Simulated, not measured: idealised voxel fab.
process module | voxel wiring stack
cross-section cut | 235 nm wide | cells 5 nm
A cross-section is a grid of square cells, given in bands from the top down. A band is one or more rows of cells.
Each band's line starts with the height of the band's top and of its bottom, in nm. Then come its materials from left to right, each with its width in nm. One material with "throughout" fills the band from edge to edge. "air" is empty space.
Height 0 is the level under which the wafer as received is all one material. The lowest band goes on downwards, as in "0 down".
A width such as "30 to 40" changes by the same amount from each row of cells to the next, from the band's top row to its bottom row.
"no change" after a step means that no cell of the cross-section changed.
closed voids: empty space of 8 cells or more with no open way to the top, each as width x height at its distance from the left edge, in nm
after a step's settings: what the simulator itself notes on the step
overlay nm, on a step with a mask: how far to the right of its planned place the mask lay; to the left if negative
plan
1 op RECEIVE | material Si
2 op CONFORMAL_DEP | material SiO2 | thk nm 15
3 op DIRECTIONAL_DEP | material TiN | thk nm 5
4 op DIRECTIONAL_DEP | material W | thk nm 25
5 op DIRECTIONAL_DEP | material aC | thk nm 15
6 op PATTERN | tone cover | mask id METAL_1 | material resist | width nm 25 | pitch nm 45 | thk nm 35 | overlay nm 0
7 op DIRECTIONAL_ETCH | etch materials aC | depth nm 15
8 op STRIP | etch materials resist
9 op DIRECTIONAL_ETCH | etch materials W | depth nm 25
10 op DIRECTIONAL_ETCH | etch materials TiN | depth nm 5
11 op STRIP | etch materials aC
12 op CONFORMAL_DEP | material SiCN | thk nm 5
13 op FILL_DEP | material lowk | thk nm 10
14 op CMP | height nm 45
15 op CONFORMAL_DEP | material SiCN | thk nm 5
16 op DIRECTIONAL_DEP | material SiO2 | thk nm 30
17 op DIRECTIONAL_DEP | material aC | thk nm 15
18 op PATTERN | tone open | mask id METAL_2 | material resist | width nm 25 | pitch nm 45 | thk nm 35 | overlay nm 0
19 op DIRECTIONAL_ETCH | etch materials aC | depth nm 15
20 op STRIP | etch materials resist
21 op DIRECTIONAL_ETCH | etch materials SiO2 | depth nm 15
22 op STRIP | etch materials aC
23 op MASKED_ETCH | tone open | mask id METAL_2_HOLES | width nm 15 | pitch nm 45 | etch materials SiO2 | depth nm 15 | overlay nm 0
24 op MASKED_ETCH | tone open | mask id METAL_2_HOLES | width nm 15 | pitch nm 45 | etch materials SiCN | depth nm 5 | overlay nm 0
25 op CONFORMAL_DEP | material TiN | thk nm 5
26 op FILL_DEP | material Cu | thk nm 10
27 op CMP | height nm 80
28 op CONFORMAL_DEP | material SiCN | thk nm 5
29 op DIRECTIONAL_DEP | material SiO2 | thk nm 25
30 op PATTERN | tone open | mask id METAL_3 | material resist | width nm 25 | pitch nm 45 | thk nm 15 | overlay nm 0
31 op DIRECTIONAL_ETCH | etch materials SiO2 | depth nm 15
32 op STRIP | etch materials resist
33 op MASKED_ETCH | tone open | mask id METAL_3_HOLES | width nm 15 | pitch nm 90 | etch materials SiO2 | depth nm 10 | overlay nm 0
34 op MASKED_ETCH | tone open | mask id METAL_3_HOLES | width nm 15 | pitch nm 90 | etch materials SiCN | depth nm 5 | overlay nm 0
35 op CONFORMAL_DEP | material TiN | thk nm 5
36 op FILL_DEP | material Cu | thk nm 10
37 op CMP | height nm 110
38 op CONFORMAL_DEP | material SiCN | thk nm 5
as received, after step 1
  0 down: Si throughout
  closed voids: none
a wafer at the end: this start, this plan, one mistake
  115 to 110: SiCN throughout
  110 to 100: SiO2 60 | TiN 5 | Cu 15 | TiN 5 | SiO2 20 | TiN 5 | Cu 15 | TiN 5 | SiO2 20 | TiN 5 | Cu 15 | TiN 5 | SiO2 60
  100 to 95: SiO2 60 | TiN 5 | Cu 5 | TiN 15 | SiO2 20 | TiN 25 | SiO2 20 | TiN 5 | Cu 5 | TiN 15 | SiO2 60
  95 to 85: SiO2 60 | TiN 5 | Cu 5 | TiN 5 | SiO2 75 | TiN 5 | Cu 5 | TiN 5 | SiO2 70
  85 to 80: SiCN 60 | TiN 15 | SiCN 75 | TiN 15 | SiCN 70
  80 to 70: SiO2 60 | TiN 5 | Cu 15 | TiN 5 | SiO2 20 | TiN 5 | Cu 15 | TiN 5 | SiO2 20 | TiN 5 | Cu 15 | TiN 5 | SiO2 60
  70 to 65: SiO2 60 | TiN 5 | Cu 5 | TiN 15 | SiO2 20 | TiN 5 | Cu 5 | TiN 15 | SiO2 20 | TiN 5 | Cu 5 | TiN 15 | SiO2 60
  65 to 50: SiO2 60 | TiN 5 | Cu 5 | TiN 5 | SiO2 30 | TiN 5 | Cu 5 | TiN 5 | SiO2 30 | TiN 5 | Cu 5 | TiN 5 | SiO2 70
  50 to 45: SiCN 60 | TiN 15 | SiCN 30 | TiN 15 | SiCN 30 | TiN 15 | SiCN 70
  45 to 20: lowk 55 | SiCN 5 | W 30 | SiCN 5 | lowk 5 | SiCN 5 | W 30 | SiCN 5 | lowk 5 | SiCN 5 | W 30 | SiCN 5 | lowk 50
  20 to 15: SiCN 60 | TiN 30 | SiCN 15 | TiN 30 | SiCN 15 | TiN 30 | SiCN 55
  15 to 0: SiO2 throughout
  0 down: Si throughout
  closed voids: none
what went wrong: step 6 ran as: op PATTERN | tone cover | mask id METAL_1 | material resist | width nm 30 | pitch nm 45 | thk nm 35 | overlay nm 0
